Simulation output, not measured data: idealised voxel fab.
process module | voxel wiring stack
Square cell edge 5 nm, section width 160 nm, ID cut.
In this document a cross-section is written as a grid of square cells. It is given as a series of bands, listed from the top down, and a band is one or more rows of cells. Band entry format. Leading values: height of top, height of bottom, nm. Remainder: materials in left-to-right order, each with its width in nm. Special words: "full width" on a single material, which then fills the band edge to edge; "air", empty space. Heights are measured from 0, the level below which the as-received wafer is all one material; the lowest band has no bottom and continues downward, written as in "0 nm and below". Graded width ("30 to 40"): value in top row of band = first number; value in bottom row = second number; row-to-row change constant. "no change occurred" (step): cross-section cells unchanged, all of them. "Closed empty spaces": sealed empty spaces, 8 cells or more, no open way to top, listed width x height at distance, with distance from the left edge and width, height and distance in nm. Where a step's line continues beyond its settings, the continuation is a remark by the simulator itself on that step. For masked steps, "overlay nm" on the step line gives how far right of plan the mask actually lay; a minus sign means it lay to the left.

-- Process steps (planned)
1. RECEIVE | material Si
2. CONFORMAL_DEP | material SiO2 | thk nm 15
3. DIRECTIONAL_DEP | material TiN | thk nm 5
4. DIRECTIONAL_DEP | material W | thk nm 15
5. DIRECTIONAL_DEP | material aC | thk nm 10
6. PATTERN | tone cover | mask id METAL_1 | material resist | width nm 20 | pitch nm 45 | thk nm 25 | overlay nm 0
7. DIRECTIONAL_ETCH | etch materials aC | depth nm 10
8. STRIP | etch materials resist
9. DIRECTIONAL_ETCH | etch materials W | depth nm 15
10. DIRECTIONAL_ETCH | etch materials TiN | depth nm 5
11. STRIP | etch materials aC
12. CONFORMAL_DEP | material SiN | thk nm 5
13. FILL_DEP | material lowk | thk nm 10
14. CMP | height nm 35
15. CONFORMAL_DEP | material SiCN | thk nm 5
16. DIRECTIONAL_DEP | material lowk | thk nm 20
17. PATTERN | tone open | mask id PLUG_1 | material resist | width nm 15 | thk nm 15 | overlay nm 0
18. DIRECTIONAL_ETCH | etch materials lowk | depth nm 20
19. DIRECTIONAL_ETCH | etch materials SiCN | depth nm 5
20. STRIP | etch materials resist
21. CONFORMAL_DEP | material TiN | thk nm 5
22. FILL_DEP | material W | thk nm 5
23. CMP | height nm 60
24. CONFORMAL_DEP | material SiN | thk nm 5
25. DIRECTIONAL_DEP | material lowk | thk nm 20
26. PATTERN | tone open | mask id METAL_2 | material resist | width nm 20 | pitch nm 45 | thk nm 15 | overlay nm 0
27. DIRECTIONAL_ETCH | etch materials lowk | depth nm 20
28. DIRECTIONAL_ETCH | etch materials SiN | depth nm 5
29. STRIP | etch materials resist
30. CONFORMAL_DEP | material TiN | thk nm 5
31. FILL_DEP | material Ru | thk nm 5
32. CMP | height nm 85
33. CONFORMAL_DEP | material SiCN | thk nm 5
34. DIRECTIONAL_DEP | material lowk | thk nm 10
35. MASKED_ETCH | tone open | mask id PLUG_2 | width nm 15 | pitch nm 45 | etch materials lowk | depth nm 10 | overlay nm 0
36. MASKED_ETCH | tone open | mask id PLUG_2 | width nm 15 | pitch nm 45 | etch materials SiCN | depth nm 5 | overlay nm 0
37. EPI | material Ru | thk nm 10
38. EPI | material Ru | thk nm 5
39. CONFORMAL_DEP | material SiCN | thk nm 5
40. DIRECTIONAL_DEP | material SiO2 | thk nm 20
41. PATTERN | tone open | mask id METAL_3 | material resist | width nm 20 | pitch nm 45 | thk nm 20 | overlay nm 0
42. DIRECTIONAL_ETCH | etch materials SiO2 | depth nm 20
43. DIRECTIONAL_ETCH | etch materials SiCN | depth nm 5
44. STRIP | etch materials resist
45. CONFORMAL_DEP | material TiN | thk nm 5
46. FILL_DEP | material Cu | thk nm 5
47. CMP | height nm 125
48. EPI | material Ru | thk nm 5
49. FILL_DEP | material SiCN | thk nm 5

-- Wafer at receipt (post step 1), cross-section
* 0 nm and below  Si full width
* Closed empty spaces: none

-- Wafer at module end, in section. Began as above, planned as above, run with one mistake
* 135 nm to 130 nm  Cu full width
* 130 nm to 125 nm  Cu 40  Ru 30  Cu 15  Ru 30  Cu 45
* 125 nm to 105 nm  SiO2 45  TiN 5  Cu 10  TiN 5  SiO2 25  TiN 5  Cu 10  TiN 5  SiO2 50
* 105 nm to 100 nm  SiCN 45  TiN 20  SiCN 25  TiN 20  SiCN 50
* 100 nm to 90 nm  lowk 45  Ru 15  lowk 30  Ru 15  lowk 55
* 90 nm to 85 nm  SiCN 45  Ru 15  SiCN 30  Ru 15  SiCN 55
* 85 nm to 65 nm  lowk 45  TiN 5  Ru 10  TiN 5  lowk 25  TiN 5  Ru 10  TiN 5  lowk 50
* 65 nm to 60 nm  SiN 45  TiN 20  SiN 25  TiN 20  SiN 50
* 60 nm to 40 nm  lowk 45  TiN 5  W 5  TiN 5  lowk 100
* 40 nm to 35 nm  SiCN 45  TiN 15  SiCN 100
* 35 nm to 20 nm  lowk 40  SiN 5  W 20  SiN 5  lowk 15  SiN 5  W 20  SiN 5  lowk 45
* 20 nm to 15 nm  SiN 45  TiN 20  SiN 25  TiN 20  SiN 50
* 15 nm to 0 nm  SiO2 full width
* 0 nm and below  Si full width
* Closed empty spaces: none
What broke from the plan during processing? step 49 did not use the planned setting and instead ran as FILL_DEP | material Cu | thk nm 5
